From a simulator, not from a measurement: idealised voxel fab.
process module | voxel gate over fins
cross-section cut | 210 nm wide | cells 5 nm
A cross-section is a grid of square cells, given in bands from the top down. A band is one or more rows of cells.
Each band's line starts with the height of the band's top and of its bottom, in nm. Then come its materials from left to right, each with its width in nm. One material with "throughout" fills the band from edge to edge. "air" is empty space.
Height 0 is the level under which the wafer as received is all one material. The lowest band goes on downwards, as in "0 down".
A width such as "30 to 40" changes by the same amount from each row of cells to the next, from the band's top row to its bottom row.
"no change" after a step means that no cell of the cross-section changed.
closed voids: empty space of 8 cells or more with no open way to the top, each as width x height at its distance from the left edge, in nm
after a step's settings: what the simulator itself notes on the step
overlay nm, on a step with a mask: how far to the right of its planned place the mask lay; to the left if negative
plan
1 op RECEIVE | material Si
2 op CONFORMAL_DEP | material SiN | thk nm 10
3 op DIRECTIONAL_DEP | material aC | thk nm 15
4 op PATTERN | tone cover | mask id FINS | material resist | width nm 15 | pitch nm 45 | thk nm 35 | overlay nm 0
5 op DIRECTIONAL_ETCH | etch materials aC | depth nm 15
6 op STRIP | etch materials resist
7 op DIRECTIONAL_ETCH | etch materials SiN | depth nm 10
8 op DIRECTIONAL_ETCH | etch materials Si | depth nm 35
9 op STRIP | etch materials aC
10 op FILL_DEP | material SiO2 | thk nm 15
11 op CMP | height nm 10
12 op SELECTIVE_ETCH | etch materials SiO2 | depth nm 25
13 op STRIP | etch materials SiN
14 op CONFORMAL_DEP | material HfO2 | thk nm 5
15 op CONFORMAL_DEP | material TiN | thk nm 5
16 op CONFORMAL_DEP | material TiAl | thk nm 5
17 op CONFORMAL_DEP | material TiN | thk nm 5
18 op FILL_DEP | material W | thk nm 10
19 op CMP | height nm 25
20 op CONFORMAL_DEP | material SiCN | thk nm 5
as received, after step 1
  0 down: Si throughout
  closed voids: none
first wafer at the end, as planned
  30 to 25: SiCN throughout
  25 to 20: W throughout
  20 to 15: W 30 | TiN 145 | W 35
  15 to 10: W 30 | TiN 5 | TiAl 135 | TiN 5 | W 35
  10 to 5: W 30 | TiN 5 | TiAl 5 | TiN 35 | TiAl 10 | TiN 35 | TiAl 10 | TiN 35 | TiAl 5 | TiN 5 | W 35
  5 to 0: TiN 35 | TiAl 5 | TiN 5 | HfO2 25 | TiN 5 | TiAl 10 | TiN 5 | HfO2 25 | TiN 5 | TiAl 10 | TiN 5 | HfO2 25 | TiN 5 | TiAl 5 | TiN 40
  0 to -5: TiAl 40 | TiN 5 | HfO2 5 | Si 15 | HfO2 5 | TiN 5 | TiAl 10 | TiN 5 | HfO2 5 | Si 15 | HfO2 5 | TiN 5 | TiAl 10 | TiN 5 | HfO2 5 | Si 15 | HfO2 5 | TiN 5 | TiAl 45
  -5 to -10: TiN 45 | HfO2 5 | Si 15 | HfO2 5 | TiN 20 | HfO2 5 | Si 15 | HfO2 5 | TiN 20 | HfO2 5 | Si 15 | HfO2 5 | TiN 50
  -10 to -15: HfO2 50 | Si 15 | HfO2 30 | Si 15 | HfO2 30 | Si 15 | HfO2 55
  -15 to -35: SiO2 50 | Si 15 | SiO2 30 | Si 15 | SiO2 30 | Si 15 | SiO2 55
  -35 down: Si throughout
  closed voids: none
second wafer at the end: like start, like plan, one mistake
  30 to 25: SiCN throughout
  25 to 20: W throughout
  20 to 15: W 30 | TiN 145 | W 35
  15 to 10: W 30 | TiN 5 | TiAl 135 | TiN 5 | W 35
  10 to 5: W 30 | TiN 5 | TiAl 5 | TiN 35 | TiAl 10 | TiN 35 | TiAl 10 | TiN 35 | TiAl 5 | TiN 5 | W 35
  5 to 0: TiN 35 | TiAl 5 | TiN 5 | HfO2 25 | TiN 5 | TiAl 10 | TiN 5 | HfO2 25 | TiN 5 | TiAl 10 | TiN 5 | HfO2 25 | TiN 5 | TiAl 5 | TiN 40
  0 to -5: TiAl 40 | TiN 5 | HfO2 5 | Si 15 | HfO2 5 | TiN 5 | TiAl 10 | TiN 5 | HfO2 5 | Si 15 | HfO2 5 | TiN 5 | TiAl 10 | TiN 5 | HfO2 5 | Si 15 | HfO2 5 | TiN 5 | TiAl 45
  -5 to -10: TiN 45 | HfO2 5 | Si 15 | HfO2 5 | TiN 20 | HfO2 5 | Si 15 | HfO2 5 | TiN 20 | HfO2 5 | Si 15 | HfO2 5 | TiN 50
  -10 to -15: HfO2 50 | Si 15 | HfO2 30 | Si 15 | HfO2 30 | Si 15 | HfO2 55
  -15 to -70: SiO2 50 | Si 15 | SiO2 30 | Si 15 | SiO2 30 | Si 15 | SiO2 55
  -70 down: Si throughout
  closed voids: none
what went wrong: step 8 was run twice
at the end the second wafer has, in cells: 231 fewer of Si | 231 more of SiO2
